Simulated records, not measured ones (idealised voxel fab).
process module | voxel double patterning
cross-section cut | 295 nm wide | cells 5 nm
A cross-section is a grid of square cells, given in bands from the top down. A band is one or more rows of cells.
Each band's line starts with the height of the band's top and of its bottom, in nm. Then come its materials from left to right, each with its width in nm. One material with "throughout" fills the band from edge to edge. "air" is empty space.
Height 0 is the level under which the wafer as received is all one material. The lowest band goes on downwards, as in "0 down".
A width such as "30 to 40" changes by the same amount from each row of cells to the next, from the band's top row to its bottom row.
"no change" after a step means that no cell of the cross-section changed.
closed voids: empty space of 8 cells or more with no open way to the top, each as width x height at its distance from the left edge, in nm
after a step's settings: what the simulator itself notes on the step
overlay nm, on a step with a mask: how far to the right of its planned place the mask lay; to the left if negative
plan
1 op RECEIVE | material Si
2 op CONFORMAL_DEP | material SiN | thk nm 5
3 op DIRECTIONAL_DEP | material SiO2 | thk nm 15
4 op DIRECTIONAL_DEP | material SiCN | thk nm 10
5 op MASKED_ETCH | tone open | mask id FIRST | width nm 15 | pitch nm 50 | etch materials SiCN | depth nm 10 | overlay nm 0
6 op MASKED_ETCH | tone open | mask id SECOND | width nm 15 | etch materials SiCN | depth nm 10 | overlay nm 0
7 op DIRECTIONAL_ETCH | etch materials SiO2 | depth nm 15
8 op STRIP | etch materials SiCN
as received, after step 1
  0 down: Si throughout
  closed voids: none
a wafer at the end: this start, this plan, one mistake
  20 to 5: SiO2 115 | air 15 | SiO2 5 | air 25 | SiO2 5 | air 15 | SiO2 115
  5 to 0: SiN throughout
  0 down: Si throughout
  closed voids: none
what went wrong: step 6 ran as: op MASKED_ETCH | tone open | mask id SECOND | width nm 25 | etch materials SiCN | depth nm 10 | overlay nm 0
